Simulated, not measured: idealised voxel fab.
process module | voxel transistor to metal
cross-section cut | 300 nm wide | cells 5 nm
A cross-section is a grid of square cells, given in bands from the top down. A band is one or more rows of cells.
Each band's line starts with the height of the band's top and of its bottom, in nm. Then come its materials from left to right, each with its width in nm. One material with "throughout" fills the band from edge to edge. "air" is empty space.
Height 0 is the level under which the wafer as received is all one material. The lowest band goes on downwards, as in "0 down".
A width such as "30 to 40" changes by the same amount from each row of cells to the next, from the band's top row to its bottom row.
"no change" after a step means that no cell of the cross-section changed.
closed voids: empty space of 8 cells or more with no open way to the top, each as width x height at its distance from the left edge, in nm
after a step's settings: what the simulator itself notes on the step
overlay nm, on a step with a mask: how far to the right of its planned place the mask lay; to the left if negative
plan
1 op RECEIVE | material Si
2 op CONFORMAL_DEP | material SiO2 | thk nm 5
3 op CONFORMAL_DEP | material SiN | thk nm 15
4 op MASKED_ETCH | tone cover | mask id ACTIVE | width nm 105 | pitch nm 125 | etch materials SiN | depth nm 15 | overlay nm 0
5 op MASKED_ETCH | tone cover | mask id ACTIVE | width nm 105 | pitch nm 125 | etch materials SiO2 | depth nm 5 | overlay nm 0
6 op MASKED_ETCH | tone cover | mask id ACTIVE | width nm 105 | pitch nm 125 | etch materials Si | depth nm 30 | overlay nm 0
7 op OXIDIZE | depth nm 5
8 op FILL_DEP | material SiO2 | thk nm 15
9 op CMP | height nm 20
10 op SELECTIVE_ETCH | etch materials SiO2 | depth nm 10
11 op STRIP | etch materials SiN
12 op SELECTIVE_ETCH | etch materials SiO2 | depth nm 5
13 op OXIDIZE | depth nm 5
14 op DIRECTIONAL_DEP | material polySi | thk nm 30
15 op DIRECTIONAL_DEP | material SiCN | thk nm 15
16 op DIRECTIONAL_DEP | material aC | thk nm 10
17 op PATTERN | tone cover | mask id GATE | material resist | width nm 25 | pitch nm 125 | thk nm 25 | overlay nm 0
18 op DIRECTIONAL_ETCH | etch materials aC | depth nm 10
19 op STRIP | etch materials resist
20 op DIRECTIONAL_ETCH | etch materials SiCN | depth nm 25
21 op DIRECTIONAL_ETCH | etch materials polySi | depth nm 40
22 op STRIP | etch materials aC
23 op CONFORMAL_DEP | material SiN | thk nm 5
24 op DIRECTIONAL_ETCH | etch materials SiN | depth nm 5
25 op DIRECTIONAL_ETCH | etch materials SiO2 | depth nm 5
26 op DIRECTIONAL_ETCH | etch materials Si | depth nm 15
27 op EPI | material pSi | thk nm 20
28 op FILL_DEP | material SiO2 | thk nm 5
29 op CMP | height nm 30
30 op STRIP | etch materials polySi
31 op SELECTIVE_ETCH | etch materials SiO2 | depth nm 5
32 op CONFORMAL_DEP | material HfO2 | thk nm 5
33 op CONFORMAL_DEP | material TiN | thk nm 5
34 op FILL_DEP | material W | thk nm 5
35 op CMP | height nm 25
36 op DIRECTIONAL_DEP | material SiO2 | thk nm 10
37 op DIRECTIONAL_DEP | material aC | thk nm 10
38 op PATTERN | tone open | mask id CONTACT | material resist | width nm 20 | thk nm 25 | overlay nm 0
39 op DIRECTIONAL_ETCH | etch materials aC | depth nm 10
40 op STRIP | etch materials resist
41 op DIRECTIONAL_ETCH | etch materials SiO2 | depth nm 35
42 op STRIP | etch materials aC
43 op CONFORMAL_DEP | material TiN | thk nm 5
44 op FILL_DEP | material Ru | thk nm 10
45 op CMP | height nm 35
46 op DIRECTIONAL_DEP | material TiN | thk nm 5
47 op DIRECTIONAL_DEP | material Ru | thk nm 15
48 op MASKED_ETCH | tone cover | mask id METAL_1 | width nm 20 | etch materials Ru | depth nm 15 | overlay nm 0
49 op MASKED_ETCH | tone cover | mask id METAL_1 | width nm 20 | etch materials TiN | depth nm 5 | overlay nm 0
50 op CONFORMAL_DEP | material SiN | thk nm 5
51 op FILL_DEP | material SiO2 | thk nm 10
52 op CMP | height nm 55
53 op CONFORMAL_DEP | material SiCN | thk nm 5
54 op DIRECTIONAL_DEP | material lowk | thk nm 30
55 op DIRECTIONAL_DEP | material aC | thk nm 10
56 op PATTERN | tone open | mask id METAL_2_HOLES | material resist | width nm 15 | pitch nm 125 | thk nm 30 | overlay nm 0
57 op DIRECTIONAL_ETCH | etch materials aC | depth nm 10
58 op STRIP | etch materials resist
59 op DIRECTIONAL_ETCH | etch materials lowk | depth nm 30
60 op STRIP | etch materials aC
61 op PATTERN | tone open | mask id METAL_2 | material resist | width nm 20 | pitch nm 125 | thk nm 20 | overlay nm 0
62 op DIRECTIONAL_ETCH | etch materials lowk | depth nm 15
63 op DIRECTIONAL_ETCH | etch materials SiCN | depth nm 5
64 op STRIP | etch materials resist
65 op CONFORMAL_DEP | material TiN | thk nm 5
66 op FILL_DEP | material Cu | thk nm 10
67 op CMP | height nm 90
68 op CONFORMAL_DEP | material SiCN | thk nm 5
as received, after step 1
  0 down: Si throughout
  closed voids: none
first wafer at the end, as planned
  95 to 90: SiCN throughout
  90 to 80: lowk 40 | TiN 5 | Cu 10 | TiN 5 | lowk 105 | TiN 5 | Cu 10 | TiN 5 | lowk 115
  80 to 75: lowk 40 | TiN 5 | Cu 5 | TiN 10 | lowk 105 | TiN 5 | Cu 5 | TiN 10 | lowk 115
  75 to 60: lowk 40 | TiN 5 | Cu 5 | TiN 5 | lowk 110 | TiN 5 | Cu 5 | TiN 5 | lowk 120
  60 to 55: SiCN 40 | TiN 15 | SiCN 110 | TiN 15 | SiCN 120
  55 to 40: SiO2 35 | SiN 5 | Ru 20 | SiN 5 | SiO2 45 | SiN 5 | Ru 20 | SiN 5 | SiO2 20 | SiN 5 | Ru 20 | SiN 5 | SiO2 45 | SiN 5 | Ru 20 | SiN 5 | SiO2 35
  40 to 35: SiN 40 | TiN 20 | SiN 55 | TiN 20 | SiN 30 | TiN 20 | SiN 55 | TiN 20 | SiN 40
  35 to 25: SiO2 40 | TiN 5 | Ru 10 | TiN 5 | SiO2 55 | TiN 5 | Ru 10 | TiN 5 | SiO2 30 | TiN 5 | Ru 10 | TiN 5 | SiO2 55 | TiN 5 | Ru 10 | TiN 5 | SiO2 40
  25 to 20: SiO2 40 | TiN 5 | Ru 10 | TiN 5 | SiO2 10 | SiN 5 | HfO2 5 | TiN 5 | W 5 | TiN 5 | HfO2 5 | SiN 5 | SiO2 10 | TiN 5 | Ru 10 | TiN 5 | SiO2 30 | TiN 5 | Ru 10 | TiN 5 | SiO2 10 | SiN 5 | HfO2 5 | TiN 5 | W 5 | TiN 5 | HfO2 5 | SiN 5 | SiO2 10 | TiN 5 | Ru 10 | TiN 5 | SiO2 40
  20 to 15: SiO2 40 | TiN 20 | SiO2 10 | SiN 5 | HfO2 5 | TiN 5 | W 5 | TiN 5 | HfO2 5 | SiN 5 | SiO2 10 | TiN 20 | SiO2 30 | TiN 20 | SiO2 10 | SiN 5 | HfO2 5 | TiN 5 | W 5 | TiN 5 | HfO2 5 | SiN 5 | SiO2 10 | TiN 20 | SiO2 40
  15 to 5: SiO2 40 | TiN 10 | pSi 20 | SiN 5 | HfO2 5 | TiN 5 | W 5 | TiN 5 | HfO2 5 | SiN 5 | pSi 20 | TiN 10 | SiO2 30 | TiN 10 | pSi 20 | SiN 5 | HfO2 5 | TiN 5 | W 5 | TiN 5 | HfO2 5 | SiN 5 | pSi 20 | TiN 10 | SiO2 40
  5 to 0: SiO2 30 | SiN 5 | SiO2 5 | TiN 10 | pSi 20 | SiN 5 | HfO2 5 | TiN 15 | HfO2 5 | SiN 5 | pSi 20 | TiN 10 | SiO2 5 | SiN 5 | SiO2 10 | SiN 5 | SiO2 5 | TiN 10 | pSi 20 | SiN 5 | HfO2 5 | TiN 15 | HfO2 5 | SiN 5 | pSi 20 | TiN 10 | SiO2 5 | SiN 5 | SiO2 30
  0 to -5: SiO2 35 | pSi 35 | HfO2 35 | pSi 35 | SiO2 20 | pSi 35 | HfO2 35 | pSi 35 | SiO2 35
  -5 to -20: SiO2 40 | pSi 30 | Si 35 | pSi 30 | SiO2 30 | pSi 30 | Si 35 | pSi 30 | SiO2 40
  -20 to -35: SiO2 40 | Si 95 | SiO2 30 | Si 95 | SiO2 40
  -35 down: Si throughout
  closed voids: none
second wafer at the end: like start, like plan, one mistake
  95 to 90: SiCN throughout
  90 to 80: lowk 40 | TiN 5 | Cu 10 | TiN 5 | lowk 105 | TiN 5 | Cu 10 | TiN 5 | lowk 115
  80 to 75: lowk 40 | TiN 10 | Cu 5 | TiN 5 | lowk 105 | TiN 10 | Cu 5 | TiN 5 | lowk 115
  75 to 60: lowk 45 | TiN 5 | Cu 5 | TiN 5 | lowk 110 | TiN 5 | Cu 5 | TiN 5 | lowk 115
  60 to 55: SiCN 45 | TiN 15 | SiCN 110 | TiN 15 | SiCN 115
  55 to 40: SiO2 35 | SiN 5 | Ru 20 | SiN 5 | SiO2 45 | SiN 5 | Ru 20 | SiN 5 | SiO2 20 | SiN 5 | Ru 20 | SiN 5 | SiO2 45 | SiN 5 | Ru 20 | SiN 5 | SiO2 35
  40 to 35: SiN 40 | TiN 20 | SiN 55 | TiN 20 | SiN 30 | TiN 20 | SiN 55 | TiN 20 | SiN 40
  35 to 25: SiO2 40 | TiN 5 | Ru 10 | TiN 5 | SiO2 55 | TiN 5 | Ru 10 | TiN 5 | SiO2 30 | TiN 5 | Ru 10 | TiN 5 | SiO2 55 | TiN 5 | Ru 10 | TiN 5 | SiO2 40
  25 to 20: SiO2 40 | TiN 5 | Ru 10 | TiN 5 | SiO2 10 | SiN 5 | HfO2 5 | TiN 5 | W 5 | TiN 5 | HfO2 5 | SiN 5 | SiO2 10 | TiN 5 | Ru 10 | TiN 5 | SiO2 30 | TiN 5 | Ru 10 | TiN 5 | SiO2 10 | SiN 5 | HfO2 5 | TiN 5 | W 5 | TiN 5 | HfO2 5 | SiN 5 | SiO2 10 | TiN 5 | Ru 10 | TiN 5 | SiO2 40
  20 to 15: SiO2 40 | TiN 20 | SiO2 10 | SiN 5 | HfO2 5 | TiN 5 | W 5 | TiN 5 | HfO2 5 | SiN 5 | SiO2 10 | TiN 20 | SiO2 30 | TiN 20 | SiO2 10 | SiN 5 | HfO2 5 | TiN 5 | W 5 | TiN 5 | HfO2 5 | SiN 5 | SiO2 10 | TiN 20 | SiO2 40
  15 to 5: SiO2 40 | TiN 10 | pSi 20 | SiN 5 | HfO2 5 | TiN 5 | W 5 | TiN 5 | HfO2 5 | SiN 5 | pSi 20 | TiN 10 | SiO2 30 | TiN 10 | pSi 20 | SiN 5 | HfO2 5 | TiN 5 | W 5 | TiN 5 | HfO2 5 | SiN 5 | pSi 20 | TiN 10 | SiO2 40
  5 to 0: SiO2 30 | SiN 5 | SiO2 5 | TiN 10 | pSi 20 | SiN 5 | HfO2 5 | TiN 15 | HfO2 5 | SiN 5 | pSi 20 | TiN 10 | SiO2 5 | SiN 5 | SiO2 10 | SiN 5 | SiO2 5 | TiN 10 | pSi 20 | SiN 5 | HfO2 5 | TiN 15 | HfO2 5 | SiN 5 | pSi 20 | TiN 10 | SiO2 5 | SiN 5 | SiO2 30
  0 to -5: SiO2 35 | pSi 35 | HfO2 35 | pSi 35 | SiO2 20 | pSi 35 | HfO2 35 | pSi 35 | SiO2 35
  -5 to -20: SiO2 40 | pSi 30 | Si 35 | pSi 30 | SiO2 30 | pSi 30 | Si 35 | pSi 30 | SiO2 40
  -20 to -35: SiO2 40 | Si 95 | SiO2 30 | Si 95 | SiO2 40
  -35 down: Si throughout
  closed voids: none
what went wrong: step 56 ran as: op PATTERN | tone open | mask id METAL_2_HOLES | material resist | width nm 15 | pitch nm 125 | thk nm 30 | overlay nm 5
at the end the second wafer has, in cells: as many of each material as the first, in other places
